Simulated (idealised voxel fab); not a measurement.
The following is a process module called voxel released beams.
We display cut, a cross-section 280 nm in width whose square cells are each 5 nm.
Cross-section, as written here: a square-cell grid given band by band from the top down, where a band holds one or more rows of cells. Within each band entry, the heights of the top and of the bottom of the band appear first, in that order and in nm; the materials of the band then follow from left to right, each with its corresponding width in nm. The designation "throughout" on a single material indicates that it fills the band from edge to edge; the designation "blank" indicates empty space. Below 0: as-received wafer, all one material; heights counted from there. Lowest band: no bottom, goes on down, written "0 -> down". Note: "30 to 40" means the width goes from the first number (top row of the band) to the second number (bottom row) in equal steps per row of cells. Key: "stayed the same" - step with no changed cell in the cross-section. The list in "Sealed internal cavities" covers empty spaces of 8 cells or more that cannot reach the top through any open way, and it gives each as width x height at distance; the distance is from the left edge, and width, height and distance are in nm. Where a step's line continues beyond its settings, the continuation is a remark by the simulator itself on that step. overlay nm: for a step with a mask, the amount by which the mask lay right of where it was planned; a negative amount means left of it.
[Process steps - plan]
1,RECEIVE | material Si
2,CONFORMAL_DEP | material Al2O3 | thk nm 10
3,DIRECTIONAL_DEP | material SiO2 | thk nm 15
4,DIRECTIONAL_DEP | material aC | thk nm 15
5,PATTERN | tone open | mask id ANCHOR | material resist | width nm 40 | thk nm 30 | overlay nm 0
6,DIRECTIONAL_ETCH | etch materials aC | depth nm 15
7,STRIP | etch materials resist
8,DIRECTIONAL_ETCH | etch materials SiO2 | depth nm 15
9,STRIP | etch materials aC
10,CONFORMAL_DEP | material SiN | thk nm 15
11,DIRECTIONAL_DEP | material aC | thk nm 15
12,PATTERN | tone cover | mask id BEAM | material resist | width nm 110 | thk nm 35 | overlay nm 0
13,DIRECTIONAL_ETCH | etch materials aC | depth nm 15
14,STRIP | etch materials resist
15,DIRECTIONAL_ETCH | etch materials SiN | depth nm 15
16,STRIP | etch materials aC
17,STRIP | etch materials SiO2
[Cross-section of the wafer upon arrival, representing the state reached after step 1]
	0 -> down = Si throughout
	Sealed internal cavities: none
[first wafer at the end, as planned]
	40 -> 25 = blank 80; SiN 20; blank 10; SiN 80; blank 90
	25 -> 10 = blank 85; SiN 40; blank 155
	10 -> 0 = Al2O3 throughout
	0 -> down = Si throughout
	Sealed internal cavities: none
[Presented here is a cross-section of the second of the two wafers as it stood at the end of the module. It was started in the same manner and assigned the same plan as the first wafer; however, one mistake was made in its execution]
	40 -> 25 = blank 90; SiN 10; blank 10; SiN 90; blank 80
	25 -> 10 = blank 85; SiN 40; blank 155
	10 -> 0 = Al2O3 throughout
	0 -> down = Si throughout
	Sealed internal cavities: none
Misprocessing identified: so step 12 ended up running with a different setting than we planned, it ran as PATTERN | tone cover | mask id BEAM | material resist | width nm 110 | thk nm 35 | overlay nm 10
Comparing end states, the material composition by cell count is preserved from the first wafer to the second, while the locations of the cells are not.
